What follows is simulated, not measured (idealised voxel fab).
Name of the process module below: voxel wiring stack
Square cells of 5 nm make up the cross-section cut, whose width is 215 nm.
Cross-sections here: square-cell grids, written as top-down lists of bands, a band being one or more rows of cells.
It is stipulated that each band's entry specify, in nanometres, the height of the top of the band and then that of its bottom, followed by the materials of the band in left-to-right sequence, each together with its width in nanometres. A single material marked by the word "everywhere" is understood to fill the band from edge to edge; the word "empty" is understood to denote empty space.
Beneath 0, the wafer as received is one material, and that level is where height counting begins. The lowest band goes on downward without a bottom; it is written like "from 0 down".
Note: "30..40" means the width goes from the first number (top row of the band) to the second number (bottom row) in equal steps per row of cells.
Basically "nothing different" means that step didn't change any cell in the cross-section.
Look at "Closed void catalog" for the closed voids: empty spaces with no open path to the top, sized 8 cells or up. Each is width x height at distance, distance from the left edge, all nm.
The remark found on a step's line after its settings is issued by the simulator itself and pertains to that step.
Each step line may optionally specify "overlay nm", which for a step with a mask gives the rightward distance between the mask's planned place and where it lay, a negative value indicating the leftward direction.

So here's the lineup of process steps we planned:
1) RECEIVE [material Si]
2) CONFORMAL_DEP [material SiO2] [thk nm 15]
3) DIRECTIONAL_DEP [material TiN] [thk nm 5]
4) DIRECTIONAL_DEP [material Ru] [thk nm 20]
5) MASKED_ETCH [tone cover] [mask id METAL_1] [width nm 25] [pitch nm 55] [etch materials Ru] [depth nm 20] [overlay nm 0]
6) MASKED_ETCH [tone cover] [mask id METAL_1] [width nm 25] [pitch nm 55] [etch materials TiN] [depth nm 5] [overlay nm 0]
7) CONFORMAL_DEP [material SiN] [thk nm 5]
8) FILL_DEP [material lowk] [thk nm 5]
9) CMP [height nm 40]
10) CONFORMAL_DEP [material SiCN] [thk nm 5]
11) DIRECTIONAL_DEP [material SiO2] [thk nm 30]
12) PATTERN [tone open] [mask id METAL_2] [material resist] [width nm 25] [pitch nm 55] [thk nm 15] [overlay nm 0]
13) DIRECTIONAL_ETCH [etch materials SiO2] [depth nm 20]
14) STRIP [etch materials resist]
15) DIRECTIONAL_DEP [material aC] [thk nm 15]
16) PATTERN [tone open] [mask id METAL_2_HOLES] [material resist] [width nm 15] [pitch nm 55] [thk nm 30] [overlay nm 0]
17) DIRECTIONAL_ETCH [etch materials aC] [depth nm 15]
18) STRIP [etch materials resist]
19) DIRECTIONAL_ETCH [etch materials SiO2] [depth nm 10]
20) DIRECTIONAL_ETCH [etch materials SiCN] [depth nm 5]
21) STRIP [etch materials aC]
22) CONFORMAL_DEP [material TiN] [thk nm 5]
23) FILL_DEP [material Cu] [thk nm 10]
24) CMP [height nm 75]
25) CONFORMAL_DEP [material SiCN] [thk nm 5]
What sets these wafers apart? The thk nm at step 10. They all start alike, and the plan carries the first wafer's value.

Cross-sectional view of the first of several wafers in the as-received condition, corresponding to the state following step 1:
from 0 down = Si everywhere
Closed void catalog: none

Quick key for the table: a row per wafer, taken at the end of the module. For each material it tells you how many cells the wafer gained (+) or lost (-) since it came in, and the closed voids come after:
thk nm 5; +36 Cu; +60 Ru; +77 SiCN; +52 SiN; +309 SiO2; +66 TiN; +88 lowk; Closed void catalog: none
thk nm 10; +27 Cu; +60 Ru; +120 SiCN; +52 SiN; +281 SiO2; +60 TiN; +88 lowk; Closed void catalog: none
thk nm 15; +18 Cu; +60 Ru; +163 SiCN; +52 SiN; +253 SiO2; +54 TiN; +88 lowk; Closed void catalog: none
thk nm 20; +9 Cu; +60 Ru; +206 SiCN; +52 SiN; +225 SiO2; +48 TiN; +88 lowk; Closed void catalog: none
